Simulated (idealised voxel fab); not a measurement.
Name of the process module below: voxel released beams
Each square cell in cross-section cut measures 5 nm, and the section as a whole is 280 nm wide.
A cross-section is written here as square cells arranged in a grid, and it is given in bands from the top down, each band taking up one or more rows of cells. Quick guide to a band line: top height, bottom height (nm) up front; then every material left to right with its width in nm. Only one material and it's marked "everywhere"? Then it fills the band edge to edge. And "blank" just means empty space. Heads up on the height convention: 0 is the point under which the incoming wafer is all one material, and the lowest band has no bottom, it just keeps going down, like "0 -> down". When a width is written as two numbers, as in "30->40", the first number is the width in the top row of cells of the band and the second is the width in its bottom row, and the width changes by the same amount from each row to the next. When a step is marked "identical to before", none of the cells in the cross-section changed during that step. Empty spaces without an open route to the top, at least 8 cells in extent, make up the entry "Trapped void list"; each is given as width x height at distance, where the distance is measured from the left edge, and all are in nm. Whatever follows a step's settings on its line is a remark the simulator itself makes about that step. Steps that use a mask can have "overlay nm" on their line. It says how far the mask sat to the right of where it was meant to be. Negative means to the left.

### Steps planned for the process
1 RECEIVE | material Si
2 CONFORMAL_DEP | material SiN | thk nm 10
3 DIRECTIONAL_DEP | material SiO2 | thk nm 15
4 MASKED_ETCH | tone open | mask id ANCHOR | width nm 30 | etch materials SiO2 | depth nm 15 | overlay nm -15
5 CONFORMAL_DEP | material W | thk nm 10
6 DIRECTIONAL_DEP | material aC | thk nm 10
7 PATTERN | tone cover | mask id BEAM | material resist | width nm 85 | thk nm 30 | overlay nm 0
8 DIRECTIONAL_ETCH | etch materials aC | depth nm 10
9 STRIP | etch materials resist
10 DIRECTIONAL_ETCH | etch materials W | depth nm 10
11 STRIP | etch materials aC
12 STRIP | etch materials SiO2
Heads up: all these wafers start the same, and what changes between them is the overlay nm in step 4. The value you see in the plan is just what the first wafer got.

### Cut through the first of several wafers as received, post step 1
  0 -> down: Si everywhere
  Trapped void list: none

### Note: the following table is arranged by wafer, a row apiece. Each row reports the end-of-module state: per material, cells gained (+) or cells lost (-) compared with the wafer as received; closed voids follow
overlay nm -15, +112 SiN, +46 W, Trapped void list: none
overlay nm -10, +112 SiN, +46 W, Trapped void list: none
overlay nm -5, +112 SiN, +46 W, Trapped void list: none
overlay nm 0, +112 SiN, +46 W, Trapped void list: none
overlay nm 5, +112 SiN, +46 W, Trapped void list: none
overlay nm 10, +112 SiN, +46 W, Trapped void list: none
overlay nm 15, +112 SiN, +46 W, Trapped void list: none
